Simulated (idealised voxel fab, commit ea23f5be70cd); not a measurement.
The name of this process module is voxel tone inversion.
cross-section cut | 145 nm wide | cells 5 nm
We lay out every cross-section as a grid of square cells and spell it out in bands from the top down, where one band means one or more rows of cells. Per band: top height and bottom height in nm, followed by the left-to-right materials and their widths in nm; "edge to edge" marks a single material spanning edge to edge, "blank" marks empty space. Height reference: 0 = level under which incoming wafer is all one material. Lowest band: no bottom, runs on downward, e.g. "top 0, no bottom". It should be noted that a width expressed as "30 to 40" varies in equal increments from row to row of cells within the band, taking the value of the first number at the top row and that of the second number at the bottom row. Basically "no modification" means that step didn't change any cell in the cross-section. "Fully sealed cavities" means: voids of 8 cells or more that are shut off from the top with no open way through. Written width x height at distance, distance from the left edge, in nm. Whatever follows a step's settings on its line is a remark the simulator itself makes about that step. overlay nm: where the mask lay relative to plan, measured to the right, on steps with a mask; negatives go left.

[Here's what the planned process steps look like]
- 1: RECEIVE [material Si]
- 2: CONFORMAL_DEP [material SiCN] [thk nm 10]
- 3: DIRECTIONAL_DEP [material aC] [thk nm 15]
- 4: PATTERN [tone cover] [mask id POSTS] [material resist] [width nm 15] [pitch nm 30] [thk nm 20] [overlay nm -5]
- 5: DIRECTIONAL_ETCH [etch materials aC] [depth nm 15]
- 6: STRIP [etch materials resist]
- 7: FILL_DEP [material SiO2] [thk nm 5]
- 8: CMP [height nm 25]
- 9: STRIP [etch materials aC]
- 10: CONFORMAL_DEP [material TiN] [thk nm 5]
- 11: FILL_DEP [material Ru] [thk nm 5]
- 12: CMP [height nm 25]
- 13: CONFORMAL_DEP [material SiCN] [thk nm 5]
It is noted that the wafers described herein are identical at the outset and are distinguished by the overlay nm of step 4; the value stated in the plan corresponds to the first wafer.

[Cross-section, first of several wafers, as delivered after step 1]
top 0, no bottom = Si edge to edge
Fully sealed cavities: none

[End of the module, past its last step, step 13: how the first of several wafers looks in cross-section]
top 30, bottom 25 = SiCN edge to edge
top 25, bottom 15 = SiO2 (15), then TiN (5), then Ru (5), then TiN (5), then SiO2 (15), then TiN (5), then Ru (5), then TiN (5), then SiO2 (15), then TiN (5), then Ru (5), then TiN (5), then SiO2 (15), then TiN (5), then Ru (5), then TiN (5), then SiO2 (25)
top 15, bottom 10 = SiO2 (15), then TiN (15), then SiO2 (15), then TiN (15), then SiO2 (15), then TiN (15), then SiO2 (15), then TiN (15), then SiO2 (25)
top 10, bottom 0 = SiCN edge to edge
top 0, no bottom = Si edge to edge
Fully sealed cavities: none

[Cross-section, last wafer, module completion]
top 30, bottom 25 = SiCN edge to edge
top 25, bottom 15 = SiO2 (25), then TiN (5), then Ru (5), then TiN (5), then SiO2 (15), then TiN (5), then Ru (5), then TiN (5), then SiO2 (15), then TiN (5), then Ru (5), then TiN (5), then SiO2 (15), then TiN (5), then Ru (5), then TiN (5), then SiO2 (15)
top 15, bottom 10 = SiO2 (25), then TiN (15), then SiO2 (15), then TiN (15), then SiO2 (15), then TiN (15), then SiO2 (15), then TiN (15), then SiO2 (15)
top 10, bottom 0 = SiCN edge to edge
top 0, no bottom = Si edge to edge
Fully sealed cavities: none

[Note: the following table is arranged by wafer, a row apiece. Each row reports the end-of-module state: per material, cells gained (+) or cells lost (-) compared with the wafer as received; closed voids follow]
overlay nm -5 | +8 Ru | +87 SiCN | +51 SiO2 | +28 TiN | Fully sealed cavities: none
overlay nm 0 | +8 Ru | +87 SiCN | +51 SiO2 | +28 TiN | Fully sealed cavities: none
overlay nm 5 | +8 Ru | +87 SiCN | +51 SiO2 | +28 TiN | Fully sealed cavities: none
